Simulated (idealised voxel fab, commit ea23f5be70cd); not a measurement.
process module | voxel spacer lines
cross-section cut | 210 nm wide | cells 5 nm
A cross-section is a grid of square cells, given in bands from the top down. A band is one or more rows of cells.
Each band's line starts with the height of the band's top and of its bottom, in nm. Then come its materials from left to right, each with its width in nm. One material with "throughout" fills the band from edge to edge. "air" is empty space.
Height 0 is the level under which the wafer as received is all one material. The lowest band goes on downwards, as in "0 down".
A width such as "30 to 40" changes by the same amount from each row of cells to the next, from the band's top row to its bottom row.
"no change" after a step means that no cell of the cross-section changed.
closed voids: empty space of 8 cells or more with no open way to the top, each as width x height at its distance from the left edge, in nm
after a step's settings: what the simulator itself notes on the step
overlay nm, on a step with a mask: how far to the right of its planned place the mask lay; to the left if negative
plan
1 op RECEIVE | material Si
2 op CONFORMAL_DEP | material Al2O3 | thk nm 5
3 op DIRECTIONAL_DEP | material polySi | thk nm 20
4 op DIRECTIONAL_DEP | material aC | thk nm 30
5 op PATTERN | tone cover | mask id MANDREL | material resist | width nm 25 | pitch nm 70 | thk nm 40 | overlay nm 0
6 op DIRECTIONAL_ETCH | etch materials aC | depth nm 30
7 op STRIP | etch materials resist
8 op CONFORMAL_DEP | material SiN | thk nm 10
9 op DIRECTIONAL_ETCH | etch materials SiN | depth nm 10
10 op STRIP | etch materials aC
11 op DIRECTIONAL_ETCH | etch materials polySi | depth nm 20
12 op STRIP | etch materials SiN
13 op FILL_DEP | material SiO2 | thk nm 5
14 op CMP | height nm 25
as received, after step 1
  0 down: Si throughout
  closed voids: none
a wafer at the end: this start, this plan, one mistake
  25 to 5: SiO2 50 | polySi 10 | SiO2 15 | polySi 10 | SiO2 35 | polySi 10 | SiO2 15 | polySi 10 | SiO2 55
  5 to 0: Al2O3 throughout
  0 down: Si throughout
  closed voids: none
what went wrong: step 5 ran as: op PATTERN | tone cover | mask id MANDREL | material resist | width nm 15 | pitch nm 70 | thk nm 40 | overlay nm 0
